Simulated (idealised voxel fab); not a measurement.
This is a process module. Its name is voxel gate over fins.
Pictured: cross-section cut, 195 nm wide, on a grid of 5 nm square cells.
A cross-section is written here as square cells arranged in a grid, and it is given in bands from the top down, each band taking up one or more rows of cells.
Quick guide to a band line: top height, bottom height (nm) up front; then every material left to right with its width in nm. Only one material and it's marked "edge to edge"? Then it fills the band edge to edge. And "empty" just means empty space.
Zero point of the height axis is 0; under it, received wafer = one material. Lowest band: continues down indefinitely, "0 down".
Note: "30->40" means the width goes from the first number (top row of the band) to the second number (bottom row) in equal steps per row of cells.
Key: "no alteration" - step with no changed cell in the cross-section.
"Unvented cavities": empty spaces of 8 cells or more with no open way to the top, each given as width x height at distance, distance from the left edge, all in nm.
Step line, after settings: the simulator's comment on this step.
Steps that use a mask can have "overlay nm" on their line. It says how far the mask sat to the right of where it was meant to be. Negative means to the left.

[Process steps - plan]
1: RECEIVE, material Si
2: CONFORMAL_DEP, material SiN, thk nm 5
3: MASKED_ETCH, tone cover, mask id FINS, width nm 15, pitch nm 55, etch materials SiN, depth nm 5, overlay nm 0
4: MASKED_ETCH, tone cover, mask id FINS, width nm 15, pitch nm 55, etch materials Si, depth nm 35, overlay nm 0
5: FILL_DEP, material SiO2, thk nm 15
6: CMP, height nm 5
7: DIRECTIONAL_DEP, material aC, thk nm 15
8: PATTERN, tone open, mask id RAIL, material resist, width nm 15, thk nm 30, overlay nm 0
9: DIRECTIONAL_ETCH, etch materials aC, depth nm 15
10: STRIP, etch materials resist
11: DIRECTIONAL_ETCH, etch materials SiO2, depth nm 35
12: STRIP, etch materials aC
13: CONFORMAL_DEP, material TiN, thk nm 5
14: FILL_DEP, material W, thk nm 5
15: CMP, height nm 5
16: SELECTIVE_ETCH, etch materials W Ru TiN, depth nm 20
17: FILL_DEP, material SiO2, thk nm 5
18: CMP, height nm 5
19: SELECTIVE_ETCH, etch materials SiO2, depth nm 15
20: STRIP, etch materials SiN
21: CONFORMAL_DEP, material HfO2, thk nm 5
22: CONFORMAL_DEP, material TiN, thk nm 5
23: FILL_DEP, material W, thk nm 15
24: CMP, height nm 20
25: CONFORMAL_DEP, material SiCN, thk nm 5

[Of two wafers, the first: run according to plan]

[Shown in cross-section is the wafer as received, that is, as it stands after step 1]
- 0 down: Si edge to edge
- Unvented cavities: none

[Wafer xsec, post step 2]
- 5 to 0: SiN edge to edge
- All layers under 0 are left as they were.

[Wafer xsec, post step 3]
- 5 to 0: 35 nm empty, then 15 nm SiN, then 40 nm empty, then 15 nm SiN, then 40 nm empty, then 15 nm SiN, then 35 nm empty
- All layers under 0 are left as they were.

[Wafer xsec, post step 4]
- 5 to 0: 35 nm empty, then 15 nm SiN, then 40 nm empty, then 15 nm SiN, then 40 nm empty, then 15 nm SiN, then 35 nm empty
- 0 to -35: 35 nm empty, then 15 nm Si, then 40 nm empty, then 15 nm Si, then 40 nm empty, then 15 nm Si, then 35 nm empty
- All layers under -35 are left as they were.

[Wafer xsec, post step 5]
- 20 to 5: SiO2 edge to edge
- 5 to 0: 35 nm SiO2, then 15 nm SiN, then 40 nm SiO2, then 15 nm SiN, then 40 nm SiO2, then 15 nm SiN, then 35 nm SiO2
- 0 to -35: 35 nm SiO2, then 15 nm Si, then 40 nm SiO2, then 15 nm Si, then 40 nm SiO2, then 15 nm Si, then 35 nm SiO2
- All layers under -35 are left as they were.

[Wafer xsec, post step 6]
- 5 to 0: 35 nm SiO2, then 15 nm SiN, then 40 nm SiO2, then 15 nm SiN, then 40 nm SiO2, then 15 nm SiN, then 35 nm SiO2
- All layers under 0 are left as they were.

[Wafer xsec, post step 7]
- 20 to 5: aC edge to edge
- All layers under 5 are left as they were.

[Wafer xsec, post step 8]
- 50 to 20: 60 nm resist, then 15 nm empty, then 120 nm resist
- All layers under 20 are left as they were.

[Wafer xsec, post step 9]
- 35 to 20: 60 nm resist, then 15 nm empty, then 120 nm resist
- 20 to 5: 60 nm aC, then 15 nm empty, then 120 nm aC
- All layers under 5 are left as they were.

[Wafer xsec, post step 10]
- 20 to 5: 60 nm aC, then 15 nm empty, then 120 nm aC
- All layers under 5 are left as they were.

[Wafer xsec, post step 11]
- 20 to 5: 60 nm aC, then 15 nm empty, then 120 nm aC
- 5 to 0: 35 nm SiO2, then 15 nm SiN, then 10 nm SiO2, then 15 nm empty, then 15 nm SiO2, then 15 nm SiN, then 40 nm SiO2, then 15 nm SiN, then 35 nm SiO2
- 0 to -30: 35 nm SiO2, then 15 nm Si, then 10 nm SiO2, then 15 nm empty, then 15 nm SiO2, then 15 nm Si, then 40 nm SiO2, then 15 nm Si, then 35 nm SiO2
- All layers under -30 are left as they were.

[Wafer xsec, post step 12]
- 5 to 0: 35 nm SiO2, then 15 nm SiN, then 10 nm SiO2, then 15 nm empty, then 15 nm SiO2, then 15 nm SiN, then 40 nm SiO2, then 15 nm SiN, then 35 nm SiO2
- All layers under 0 are left as they were.

[Wafer xsec, post step 13]
- 10 to 5: 65 nm TiN, then 5 nm empty, then 125 nm TiN
- 5 to 0: 35 nm SiO2, then 15 nm SiN, then 10 nm SiO2, then 5 nm TiN, then 5 nm empty, then 5 nm TiN, then 15 nm SiO2, then 15 nm SiN, then 40 nm SiO2, then 15 nm SiN, then 35 nm SiO2
- 0 to -25: 35 nm SiO2, then 15 nm Si, then 10 nm SiO2, then 5 nm TiN, then 5 nm empty, then 5 nm TiN, then 15 nm SiO2, then 15 nm Si, then 40 nm SiO2, then 15 nm Si, then 35 nm SiO2
- -25 to -30: 35 nm SiO2, then 15 nm Si, then 10 nm SiO2, then 15 nm TiN, then 15 nm SiO2, then 15 nm Si, then 40 nm SiO2, then 15 nm Si, then 35 nm SiO2
- All layers under -30 are left as they were.

[Wafer xsec, post step 14]
- 15 to 10: W edge to edge
- 10 to 5: 65 nm TiN, then 5 nm W, then 125 nm TiN
- 5 to 0: 35 nm SiO2, then 15 nm SiN, then 10 nm SiO2, then 5 nm TiN, then 5 nm W, then 5 nm TiN, then 15 nm SiO2, then 15 nm SiN, then 40 nm SiO2, then 15 nm SiN, then 35 nm SiO2
- 0 to -25: 35 nm SiO2, then 15 nm Si, then 10 nm SiO2, then 5 nm TiN, then 5 nm W, then 5 nm TiN, then 15 nm SiO2, then 15 nm Si, then 40 nm SiO2, then 15 nm Si, then 35 nm SiO2
- All layers under -25 are left as they were.

[Wafer xsec, post step 15]
- 5 to 0: 35 nm SiO2, then 15 nm SiN, then 10 nm SiO2, then 5 nm TiN, then 5 nm W, then 5 nm TiN, then 15 nm SiO2, then 15 nm SiN, then 40 nm SiO2, then 15 nm SiN, then 35 nm SiO2
- All layers under 0 are left as they were.

[Wafer xsec, post step 16]
- 5 to 0: 35 nm SiO2, then 15 nm SiN, then 10 nm SiO2, then 15 nm empty, then 15 nm SiO2, then 15 nm SiN, then 40 nm SiO2, then 15 nm SiN, then 35 nm SiO2
- 0 to -15: 35 nm SiO2, then 15 nm Si, then 10 nm SiO2, then 15 nm empty, then 15 nm SiO2, then 15 nm Si, then 40 nm SiO2, then 15 nm Si, then 35 nm SiO2
- All layers under -15 are left as they were.

[Wafer xsec, post step 17]
- 10 to 5: SiO2 edge to edge
- 5 to 0: 35 nm SiO2, then 15 nm SiN, then 40 nm SiO2, then 15 nm SiN, then 40 nm SiO2, then 15 nm SiN, then 35 nm SiO2
- 0 to -15: 35 nm SiO2, then 15 nm Si, then 40 nm SiO2, then 15 nm Si, then 40 nm SiO2, then 15 nm Si, then 35 nm SiO2
- All layers under -15 are left as they were.

[Wafer xsec, post step 18]
- 5 to 0: 35 nm SiO2, then 15 nm SiN, then 40 nm SiO2, then 15 nm SiN, then 40 nm SiO2, then 15 nm SiN, then 35 nm SiO2
- All layers under 0 are left as they were.

[Wafer xsec, post step 19]
- 5 to 0: 35 nm empty, then 15 nm SiN, then 40 nm empty, then 15 nm SiN, then 40 nm empty, then 15 nm SiN, then 35 nm empty
- 0 to -10: 35 nm empty, then 15 nm Si, then 40 nm empty, then 15 nm Si, then 40 nm empty, then 15 nm Si, then 35 nm empty
- All layers under -10 are left as they were.

[Wafer xsec, post step 20]
- 0 to -10: 35 nm empty, then 15 nm Si, then 40 nm empty, then 15 nm Si, then 40 nm empty, then 15 nm Si, then 35 nm empty
- All layers under -10 are left as they were.

[Wafer xsec, post step 21]
- 5 to 0: 30 nm empty, then 25 nm HfO2, then 30 nm empty, then 25 nm HfO2, then 30 nm empty, then 25 nm HfO2, then 30 nm empty
- 0 to -5: 30 nm empty, then 5 nm HfO2, then 15 nm Si, then 5 nm HfO2, then 30 nm empty, then 5 nm HfO2, then 15 nm Si, then 5 nm HfO2, then 30 nm empty, then 5 nm HfO2, then 15 nm Si, then 5 nm HfO2, then 30 nm empty
- -5 to -10: 35 nm HfO2, then 15 nm Si, then 40 nm HfO2, then 15 nm Si, then 40 nm HfO2, then 15 nm Si, then 35 nm HfO2
- All layers under -10 are left as they were.

[Wafer xsec, post step 22]
- 10 to 5: 25 nm empty, then 35 nm TiN, then 20 nm empty, then 35 nm TiN, then 20 nm empty, then 35 nm TiN, then 25 nm empty
- 5 to 0: 25 nm empty, then 5 nm TiN, then 25 nm HfO2, then 5 nm TiN, then 20 nm empty, then 5 nm TiN, then 25 nm HfO2, then 5 nm TiN, then 20 nm empty, then 5 nm TiN, then 25 nm HfO2, then 5 nm TiN, then 25 nm empty
- 0 to -5: 30 nm TiN, then 5 nm HfO2, then 15 nm Si, then 5 nm HfO2, then 30 nm TiN, then 5 nm HfO2, then 15 nm Si, then 5 nm HfO2, then 30 nm TiN, then 5 nm HfO2, then 15 nm Si, then 5 nm HfO2, then 30 nm TiN
- All layers under -5 are left as they were.

[Wafer xsec, post step 23]
- 25 to 10: W edge to edge
- 10 to 5: 25 nm W, then 35 nm TiN, then 20 nm W, then 35 nm TiN, then 20 nm W, then 35 nm TiN, then 25 nm W
- 5 to 0: 25 nm W, then 5 nm TiN, then 25 nm HfO2, then 5 nm TiN, then 20 nm W, then 5 nm TiN, then 25 nm HfO2, then 5 nm TiN, then 20 nm W, then 5 nm TiN, then 25 nm HfO2, then 5 nm TiN, then 25 nm W
- All layers under 0 are left as they were.

[Wafer xsec, post step 24]
- 20 to 10: W edge to edge
- All layers under 10 are left as they were.

[Wafer xsec, post step 25]
- 25 to 20: SiCN edge to edge
- All layers under 20 are left as they were.

[Second of two: same start, same plan, one run error; steps up to and including 20 match the first]

Cross-section of the second wafer when, according to plan, step 21 should have finished: no alteration

[Cross-section of the second wafer when, according to plan, step 22 should have finished]
- 5 to 0: 30 nm empty, then 25 nm TiN, then 30 nm empty, then 25 nm TiN, then 30 nm empty, then 25 nm TiN, then 30 nm empty
- 0 to -5: 30 nm empty, then 5 nm TiN, then 15 nm Si, then 5 nm TiN, then 30 nm empty, then 5 nm TiN, then 15 nm Si, then 5 nm TiN, then 30 nm empty, then 5 nm TiN, then 15 nm Si, then 5 nm TiN, then 30 nm empty
- -5 to -10: 35 nm TiN, then 15 nm Si, then 40 nm TiN, then 15 nm Si, then 40 nm TiN, then 15 nm Si, then 35 nm TiN
- All layers under -10 are left as they were.

[Cross-section of the second wafer when, according to plan, step 23 should have finished]
- 20 to 5: W edge to edge
- 5 to 0: 30 nm W, then 25 nm TiN, then 30 nm W, then 25 nm TiN, then 30 nm W, then 25 nm TiN, then 30 nm W
- 0 to -5: 30 nm W, then 5 nm TiN, then 15 nm Si, then 5 nm TiN, then 30 nm W, then 5 nm TiN, then 15 nm Si, then 5 nm TiN, then 30 nm W, then 5 nm TiN, then 15 nm Si, then 5 nm TiN, then 30 nm W
- All layers under -5 are left as they were.

Cross-section of the second wafer when, according to plan, step 24 should have finished: no alteration

[Cross-section of the second wafer when, according to plan, step 25 should have finished]
- 25 to 20: SiCN edge to edge
- All layers under 20 are left as they were.
Deviation from plan: step 21 of the plan: omitted, not performed
Looking at both finished wafers in cells, the second ends up ahead of or behind the first on some materials: HfO2 -51 | W +51
